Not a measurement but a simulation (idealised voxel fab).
The following is a process module called voxel tone inversion.
Shown is cross-section cut, with a width of 145 nm and square cells of size 5 nm.
This document writes a cross-section as a grid whose cells are square, and gives it as bands, listed from the top down; one or more rows of cells form a band. Band: top height; bottom height; in nm. Then, left to right: material with width in nm, for each material. "everywhere": a single material spanning edge to edge. "blank": empty space. Height datum 0, below which the as-received substrate wafer is one material. Lowest band open at the bottom, running downward: "0 and below". Quick explanation for "30 to 40": the width changes in equal steps down the rows of cells, from the first number in the band's top row to the second number in its bottom row. Step note "left unchanged" = no cross-section cell changed. Enclosed voids (no open way to top), threshold 8 cells or more, entry "Sealed void list", notation width x height at distance, distance from left edge, nm. Whatever follows a step's settings on its line is a remark the simulator itself makes about that step. Each step line may optionally specify "overlay nm", which for a step with a mask gives the rightward distance between the mask's planned place and where it lay, a negative value indicating the leftward direction.

## The following list gives the planned process steps
1) RECEIVE (material Si)
2) CONFORMAL_DEP (material SiCN; thk nm 10)
3) DIRECTIONAL_DEP (material aC; thk nm 15)
4) PATTERN (tone cover; mask id POSTS; material resist; width nm 15; pitch nm 30; thk nm 20; overlay nm 0)
5) DIRECTIONAL_ETCH (etch materials aC; depth nm 15)
6) STRIP (etch materials resist)
7) FILL_DEP (material SiO2; thk nm 5)
8) CMP (height nm 25)
9) STRIP (etch materials aC)
10) CONFORMAL_DEP (material TiN; thk nm 5)
11) FILL_DEP (material Ru; thk nm 5)
12) CMP (height nm 25)
13) CONFORMAL_DEP (material SiCN; thk nm 5)

## As received (post step 1): cross-section
0 and below | Si everywhere
Sealed void list: none

## Cross-sectional image of the first of two wafers at the end of the module, the run having proceeded as planned
30 down to 25 | SiCN everywhere
25 down to 15 | 20 SiO2, 5 TiN, 5 Ru, 5 TiN, 15 SiO2, 5 TiN, 5 Ru, 5 TiN, 15 SiO2, 5 TiN, 5 Ru, 5 TiN, 15 SiO2, 5 TiN, 5 Ru, 5 TiN, 20 SiO2
15 down to 10 | 20 SiO2, 15 TiN, 15 SiO2, 15 TiN, 15 SiO2, 15 TiN, 15 SiO2, 15 TiN, 20 SiO2
10 down to 0 | SiCN everywhere
0 and below | Si everywhere
Sealed void list: none

## Here's the second of our two wafers sectioned at module end. Same start as the first, same plan, but one mistake got made running it
30 down to 25 | SiCN everywhere
25 down to 15 | 20 Ru, 5 TiN, 5 Ru, 5 TiN, 15 Ru, 5 TiN, 5 Ru, 5 TiN, 15 Ru, 5 TiN, 5 Ru, 5 TiN, 15 Ru, 5 TiN, 5 Ru, 5 TiN, 20 Ru
15 down to 10 | 20 Ru, 15 TiN, 15 Ru, 15 TiN, 15 Ru, 15 TiN, 15 Ru, 15 TiN, 20 Ru
10 down to 0 | SiCN everywhere
0 and below | Si everywhere
Sealed void list: none
Run error: step 7 was not run as planned; what actually ran was FILL_DEP (material Ru; thk nm 5)
End of process, cell counts, second wafer against first, materials with more or fewer: +51 Ru; -51 SiO2
